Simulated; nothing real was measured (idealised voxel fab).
Process module name: voxel self aligned vias
cross-section cut | 285 nm wide | cells 5 nm
Notation: cross-section as square-cell grid; stated in bands, top first, going down; one or more cell rows per band.
Band: top and bottom heights (nm) first, top before bottom; then materials from left to right, widths in nm. "full width" marks a sole material filling the band edge to edge. "air" denotes empty space.
Beneath 0, the wafer as received is one material, and that level is where height counting begins. The lowest band goes on downward without a bottom; it is written like "z 0 and below".
A width given as "30->40" starts at the first number in the band's top row and ends at the second number in its bottom row, shifting by an equal amount at every step from row to row.
Step note "remained the same" = no cross-section cell changed.
"Enclosed empty spaces" means: voids of 8 cells or more that are shut off from the top with no open way through. Written width x height at distance, distance from the left edge, in nm.
Formally, on a step line, whatever follows the settings is a remark that the simulator itself makes on the step.
The optional step-line setting "overlay nm" applies to steps with a mask and quantifies how far to the right of its planned location the mask lay, a negative value indicating leftward placement.

# Listed below are the process steps as planned
1) RECEIVE (material Si)
2) CONFORMAL_DEP (material SiO2; thk nm 10)
3) CONFORMAL_DEP (material SiCN; thk nm 5)
4) DIRECTIONAL_DEP (material SiO2; thk nm 25)
5) DIRECTIONAL_DEP (material aC; thk nm 10)
6) PATTERN (tone open; mask id LINES; material resist; width nm 30; pitch nm 75; thk nm 30; overlay nm 0)
7) DIRECTIONAL_ETCH (etch materials aC; depth nm 10)
8) STRIP (etch materials resist)
9) DIRECTIONAL_ETCH (etch materials SiO2; depth nm 25)
10) STRIP (etch materials aC)
11) CONFORMAL_DEP (material TiN; thk nm 5)
12) FILL_DEP (material Ru; thk nm 10)
13) CMP (height nm 40)
14) SELECTIVE_ETCH (etch materials W Ru TiN; depth nm 10)
15) FILL_DEP (material SiN; thk nm 10)
16) CMP (height nm 40)
17) DIRECTIONAL_DEP (material SiO2; thk nm 15)
18) PATTERN (tone open; mask id VIAS; material resist; width nm 50; thk nm 15; overlay nm 0)
19) DIRECTIONAL_ETCH (etch materials SiO2; depth nm 15)
20) DIRECTIONAL_ETCH (etch materials SiN; depth nm 10)
21) STRIP (etch materials resist)
22) CONFORMAL_DEP (material TiN; thk nm 5)
23) FILL_DEP (material Ru; thk nm 10)
24) CMP (height nm 55)
25) CONFORMAL_DEP (material SiCN; thk nm 5)

# So this is the incoming wafer in cross-section - it's already been through step 1
	z 0 and below  Si full width
	Enclosed empty spaces: none

# Cross-section, first of two wafers, end of module, run as planned
	z 60 to 55  SiCN full width
	z 55 to 45  SiO2 (80), then TiN (5), then Ru (40), then TiN (5), then SiO2 (155)
	z 45 to 40  SiO2 (80), then TiN (15), then Ru (20), then TiN (15), then SiO2 (155)
	z 40 to 35  SiO2 (90), then TiN (5), then Ru (20), then TiN (5), then SiO2 (45), then SiN (30), then SiO2 (90)
	z 35 to 30  SiO2 (90), then TiN (30), then SiO2 (45), then SiN (30), then SiO2 (90)
	z 30 to 20  SiO2 (90), then TiN (5), then Ru (20), then TiN (5), then SiO2 (45), then TiN (5), then Ru (20), then TiN (5), then SiO2 (90)
	z 20 to 15  SiO2 (90), then TiN (30), then SiO2 (45), then TiN (30), then SiO2 (90)
	z 15 to 10  SiCN full width
	z 10 to 0  SiO2 full width
	z 0 and below  Si full width
	Enclosed empty spaces: none

# Presented here is a cross-section of the second of the two wafers as it stood at the end of the module. It was started in the same manner and assigned the same plan as the first wafer; however, one mistake was made in its execution
	z 60 to 55  SiCN full width
	z 55 to 40  SiO2 (80), then TiN (5), then Ru (40), then TiN (5), then SiO2 (155)
	z 40 to 35  SiO2 (80), then TiN (5), then Ru (40), then TiN (5), then SiO2 (35), then SiN (30), then SiO2 (90)
	z 35 to 30  SiO2 (80), then TiN (50), then SiO2 (35), then SiN (30), then SiO2 (90)
	z 30 to 20  SiO2 (80->90), then TiN (15->5), then Ru (20), then TiN (15->5), then SiO2 (35->45), then TiN (5), then Ru (20), then TiN (5), then SiO2 (90)
	z 20 to 15  SiO2 (90), then TiN (30), then SiO2 (45), then TiN (30), then SiO2 (90)
	z 15 to 10  SiCN full width
	z 10 to 0  SiO2 full width
	z 0 and below  Si full width
	Enclosed empty spaces: none
The mistake made against the process plan was this: the plan's step 19 ran twice
It is noted that, at the conclusion of processing, the second wafer exhibits a higher or lower cell count for certain materials relative to the first: Ru: 8 more | SiO2: 12 fewer | TiN: 4 more
